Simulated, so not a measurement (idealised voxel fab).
This is a process module. Its name is voxel wiring stack.
Square cell edge 5 nm, section width 300 nm, ID cut.
Heads up, the way a cross-section reads in here is a grid of square cells, handed over as bands from the top down, with every band being one or more rows of cells.
Quick guide to a band line: top height, bottom height (nm) up front; then every material left to right with its width in nm. Only one material and it's marked "edge to edge"? Then it fills the band edge to edge. And "empty" just means empty space.
Measure heights from 0. That's the level where, below it, the as-received wafer is all one material. The lowest band is bottomless and extends downward; write it as in "0 and below".
Graded width ("30->40"): value in top row of band = first number; value in bottom row = second number; row-to-row change constant.
It should be understood that the words "same as before", when stated for a given step, signify that the cross-section underwent no change in any of its cells during that step.
What "Encapsulated voids" gives you is every empty space of 8 cells or more that is cut off from the top. Each appears as width x height at distance, with the distance taken from the left edge and width, height and distance all in nm.
Text after the settings on a step's line: the simulator's own remark on that step.
The setting "overlay nm" may be written on the line of a step. When the step uses a mask, the value reports how far to the right of the planned place the mask lay, and a negative value reports that it lay to the left.
**These are the steps we planned for the process**
1. op RECEIVE | material Si
2. op CONFORMAL_DEP | material SiO2 | thk nm 15
3. op DIRECTIONAL_DEP | material TiN | thk nm 5
4. op DIRECTIONAL_DEP | material W | thk nm 15
5. op PATTERN | tone cover | mask id METAL_1 | material resist | width nm 25 | pitch nm 55 | thk nm 20 | overlay nm 0
6. op DIRECTIONAL_ETCH | etch materials W | depth nm 15
7. op DIRECTIONAL_ETCH | etch materials TiN | depth nm 5
8. op STRIP | etch materials resist
9. op CONFORMAL_DEP | material SiCN | thk nm 5
10. op FILL_DEP | material lowk | thk nm 10
11. op CMP | height nm 35
12. op CONFORMAL_DEP | material SiCN | thk nm 5
13. op DIRECTIONAL_DEP | material lowk | thk nm 10
14. op DIRECTIONAL_DEP | material aC | thk nm 10
15. op PATTERN | tone open | mask id PLUG_1 | material resist | width nm 15 | thk nm 25 | overlay nm 0
16. op DIRECTIONAL_ETCH | etch materials aC | depth nm 10
17. op STRIP | etch materials resist
18. op DIRECTIONAL_ETCH | etch materials lowk | depth nm 10
19. op DIRECTIONAL_ETCH | etch materials SiCN | depth nm 5
20. op STRIP | etch materials aC
21. op CONFORMAL_DEP | material TiN | thk nm 5
22. op FILL_DEP | material Cu | thk nm 5
23. op CMP | height nm 50
24. op CONFORMAL_DEP | material SiCN | thk nm 5
25. op DIRECTIONAL_DEP | material lowk | thk nm 15
26. op MASKED_ETCH | tone open | mask id METAL_2 | width nm 25 | pitch nm 55 | etch materials lowk | depth nm 15 | overlay nm 0
27. op MASKED_ETCH | tone open | mask id METAL_2 | width nm 25 | pitch nm 55 | etch materials SiCN | depth nm 5 | overlay nm 0
28. op CONFORMAL_DEP | material TiN | thk nm 5
29. op FILL_DEP | material Cu | thk nm 5
30. op CMP | height nm 70
31. op CONFORMAL_DEP | material SiCN | thk nm 5
32. op DIRECTIONAL_DEP | material lowk | thk nm 15
33. op PATTERN | tone open | mask id PLUG_2 | material resist | width nm 15 | thk nm 15 | overlay nm 0
34. op DIRECTIONAL_ETCH | etch materials lowk | depth nm 15
35. op DIRECTIONAL_ETCH | etch materials SiCN | depth nm 5
36. op STRIP | etch materials resist
37. op CONFORMAL_DEP | material TiN | thk nm 5
38. op FILL_DEP | material Cu | thk nm 5
39. op CMP | height nm 90
40. op DIRECTIONAL_DEP | material TiN | thk nm 5
41. op DIRECTIONAL_DEP | material Ru | thk nm 20
42. op MASKED_ETCH | tone cover | mask id METAL_3 | width nm 25 | pitch nm 55 | etch materials Ru | depth nm 20 | overlay nm 0
43. op MASKED_ETCH | tone cover | mask id METAL_3 | width nm 25 | pitch nm 55 | etch materials TiN | depth nm 5 | overlay nm 0
44. op CONFORMAL_DEP | material SiCN | thk nm 5
45. op FILL_DEP | material SiO2 | thk nm 5
46. op CMP | height nm 115
47. op CONFORMAL_DEP | material SiCN | thk nm 5
48. op DIRECTIONAL_DEP | material lowk | thk nm 30
49. op PATTERN | tone open | mask id METAL_4_HOLES | material resist | width nm 15 | pitch nm 55 | thk nm 20 | overlay nm 0
50. op DIRECTIONAL_ETCH | etch materials lowk | depth nm 30
51. op STRIP | etch materials resist
52. op PATTERN | tone open | mask id METAL_4 | material resist | width nm 25 | pitch nm 55 | thk nm 15 | overlay nm 0
53. op DIRECTIONAL_ETCH | etch materials lowk | depth nm 15
54. op DIRECTIONAL_ETCH | etch materials SiCN | depth nm 5
55. op STRIP | etch materials resist
56. op CONFORMAL_DEP | material TiN | thk nm 5
57. op FILL_DEP | material Cu | thk nm 10
58. op CMP | height nm 150
59. op CONFORMAL_DEP | material SiN | thk nm 5
**Cross-section of the wafer upon arrival, representing the state reached after step 1**
> 0 and below | Si edge to edge
> Encapsulated voids: none
**The first of two wafers, cross-sectioned at the end of the module, with the run proceeding as planned**
> 155 down to 150 | SiN edge to edge
> 150 down to 140 | lowk 110 nm / TiN 5 nm / Cu 15 nm / TiN 5 nm / lowk 30 nm / TiN 5 nm / Cu 15 nm / TiN 5 nm / lowk 110 nm
> 140 down to 135 | lowk 110 nm / TiN 5 nm / Cu 5 nm / TiN 15 nm / lowk 30 nm / TiN 5 nm / Cu 5 nm / TiN 15 nm / lowk 110 nm
> 135 down to 120 | lowk 110 nm / TiN 5 nm / Cu 5 nm / TiN 5 nm / lowk 40 nm / TiN 5 nm / Cu 5 nm / TiN 5 nm / lowk 120 nm
> 120 down to 115 | SiCN 110 nm / TiN 15 nm / SiCN 40 nm / TiN 15 nm / SiCN 120 nm
> 115 down to 95 | SiO2 105 nm / SiCN 5 nm / Ru 25 nm / SiCN 5 nm / SiO2 20 nm / SiCN 5 nm / Ru 25 nm / SiCN 5 nm / SiO2 105 nm
> 95 down to 90 | SiCN 110 nm / TiN 25 nm / SiCN 30 nm / TiN 25 nm / SiCN 110 nm
> 90 down to 75 | lowk 110 nm / TiN 5 nm / Cu 5 nm / TiN 5 nm / lowk 175 nm
> 75 down to 70 | SiCN 110 nm / TiN 15 nm / SiCN 175 nm
> 70 down to 55 | lowk 110 nm / TiN 5 nm / Cu 15 nm / TiN 5 nm / lowk 30 nm / TiN 5 nm / Cu 15 nm / TiN 5 nm / lowk 110 nm
> 55 down to 50 | SiCN 110 nm / TiN 25 nm / SiCN 30 nm / TiN 25 nm / SiCN 110 nm
> 50 down to 40 | lowk 110 nm / TiN 5 nm / Cu 5 nm / TiN 5 nm / lowk 175 nm
> 40 down to 35 | SiCN 110 nm / TiN 15 nm / SiCN 175 nm
> 35 down to 20 | lowk 105 nm / SiCN 5 nm / W 25 nm / SiCN 5 nm / lowk 20 nm / SiCN 5 nm / W 25 nm / SiCN 5 nm / lowk 105 nm
> 20 down to 15 | SiCN 110 nm / TiN 25 nm / SiCN 30 nm / TiN 25 nm / SiCN 110 nm
> 15 down to 0 | SiO2 edge to edge
> 0 and below | Si edge to edge
> Encapsulated voids: none
**Here is the second of the two wafers cut open at the end of the module - same start, same plan as the first one, but we made one mistake running it**
> 155 down to 150 | SiN edge to edge
> 150 down to 140 | lowk 110 nm / TiN 5 nm / Cu 15 nm / TiN 5 nm / lowk 30 nm / TiN 5 nm / Cu 15 nm / TiN 5 nm / lowk 110 nm
> 140 down to 135 | lowk 110 nm / TiN 5 nm / Cu 5 nm / TiN 15 nm / lowk 30 nm / TiN 5 nm / Cu 5 nm / TiN 15 nm / lowk 110 nm
> 135 down to 120 | lowk 110 nm / TiN 5 nm / Cu 5 nm / TiN 5 nm / lowk 40 nm / TiN 5 nm / Cu 5 nm / TiN 5 nm / lowk 120 nm
> 120 down to 115 | SiCN 110 nm / TiN 15 nm / SiCN 40 nm / TiN 15 nm / SiCN 120 nm
> 115 down to 95 | SiO2 105 nm / SiCN 5 nm / Ru 25 nm / SiCN 5 nm / SiO2 20 nm / SiCN 5 nm / Ru 25 nm / SiCN 5 nm / SiO2 105 nm
> 95 down to 90 | SiCN 110 nm / TiN 25 nm / SiCN 30 nm / TiN 25 nm / SiCN 110 nm
> 90 down to 75 | lowk 110 nm / TiN 5 nm / Cu 5 nm / TiN 5 nm / lowk 175 nm
> 75 down to 70 | SiCN 110 nm / TiN 15 nm / SiCN 175 nm
> 70 down to 65 | lowk 110 nm / TiN 5 nm / Cu 15 nm / TiN 5 nm / lowk 30 nm / TiN 5 nm / Cu 15 nm / TiN 5 nm / lowk 110 nm
> 65 down to 60 | SiCN 110 nm / TiN 25 nm / SiCN 30 nm / TiN 25 nm / SiCN 110 nm
> 60 down to 50 | SiCN edge to edge
> 50 down to 40 | lowk 110 nm / TiN 5 nm / Cu 5 nm / TiN 5 nm / lowk 175 nm
> 40 down to 35 | SiCN 110 nm / TiN 15 nm / SiCN 175 nm
> 35 down to 20 | lowk 105 nm / SiCN 5 nm / W 25 nm / SiCN 5 nm / lowk 20 nm / SiCN 5 nm / W 25 nm / SiCN 5 nm / lowk 105 nm
> 20 down to 15 | SiCN 110 nm / TiN 25 nm / SiCN 30 nm / TiN 25 nm / SiCN 110 nm
> 15 down to 0 | SiO2 edge to edge
> 0 and below | Si edge to edge
> Encapsulated voids: none
What was the processing mistake? note that step 24 departed from the planned setting and was carried out as op CONFORMAL_DEP | material SiCN | thk nm 15
End check, counted in cells, second wafer has more or fewer of these materials than the first: 12 fewer of Cu, 120 more of SiCN, 8 fewer of TiN, 100 fewer of lowk
